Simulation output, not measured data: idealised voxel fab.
voxel trench capacitor: a process module
FYI the section here is cut, 175 nm wide, cells are 5 nm squares.
Cross-section format: a grid of square cells, given as bands from top to bottom; each band is one or more rows of cells. Each band's line starts with the height of the band's top and of its bottom, in nm. Then come its materials from left to right, each with its width in nm. One material with "throughout" fills the band from edge to edge. "empty" is empty space. Beneath 0, the wafer as received is one material, and that level is where height counting begins. The lowest band goes on downward without a bottom; it is written like "0 -> down". Width "30 to 40": first value at the band's top row of cells, second value at its bottom row, equal change from row to row. Any step labelled "no modifications" changed none of the cells in the cross-section. Reported under the label "Enclosed voids" are the empty spaces having no open way to the top and comprising 8 cells or more; the notation for each is width x height at distance, in which the distance is measured from the left edge and all three values are in nm. If you see something after the settings on a step's line, that's the simulator's own remark about that step. Each step line may optionally specify "overlay nm", which for a step with a mask gives the rightward distance between the mask's planned place and where it lay, a negative value indicating the leftward direction.

**Below is the list of planned process steps**
- 1: RECEIVE, material Si
- 2: CONFORMAL_DEP, material SiN, thk nm 5
- 3: DIRECTIONAL_DEP, material aC, thk nm 15
- 4: PATTERN, tone open, mask id TRENCH, material resist, width nm 30, pitch nm 60, thk nm 35, overlay nm 0
- 5: DIRECTIONAL_ETCH, etch materials aC, depth nm 15
- 6: STRIP, etch materials resist
- 7: DIRECTIONAL_ETCH, etch materials SiN, depth nm 5
- 8: DIRECTIONAL_ETCH, etch materials Si, depth nm 40
- 9: STRIP, etch materials aC
- 10: CONFORMAL_DEP, material HfO2, thk nm 5
- 11: CONFORMAL_DEP, material TiN, thk nm 5
- 12: FILL_DEP, material W, thk nm 5
- 13: CMP, height nm 5
Keep in mind the plan's value for the thk nm of step 2 comes from the first wafer; the wafers don't share that setting, but they do share the same starting point.

**Received wafers, first of several: cross-section after step 1**
  0 -> down: Si throughout
  Enclosed voids: none

**Cross-section of the first of several wafers, taken after step 13, where the module ends**
  5 -> 0: 40 SiN  5 HfO2  5 TiN  10 W  5 TiN  5 HfO2  30 SiN  5 HfO2  5 TiN  10 W  5 TiN  5 HfO2  45 SiN
  0 -> -30: 40 Si  5 HfO2  5 TiN  10 W  5 TiN  5 HfO2  30 Si  5 HfO2  5 TiN  10 W  5 TiN  5 HfO2  45 Si
  -30 -> -35: 40 Si  5 HfO2  20 TiN  5 HfO2  30 Si  5 HfO2  20 TiN  5 HfO2  45 Si
  -35 -> -40: 40 Si  30 HfO2  30 Si  30 HfO2  45 Si
  -40 -> down: Si throughout
  Enclosed voids: none

**Sectional view of the last wafer upon completion of the module**
  5 -> 0: SiN throughout
  0 -> down: Si throughout
  Enclosed voids: none

**Each row below is a wafer at the end of the module, listing for every material the number of cells it has gained (+) or lost (-) since it was received, followed by its closed voids**
thk nm 5; +44 HfO2; -96 Si; +23 SiN; +36 TiN; +28 W; Enclosed voids: none
thk nm 10; +35 SiN; Enclosed voids: none
thk nm 15; +35 SiN; Enclosed voids: none
thk nm 20; +35 SiN; Enclosed voids: none
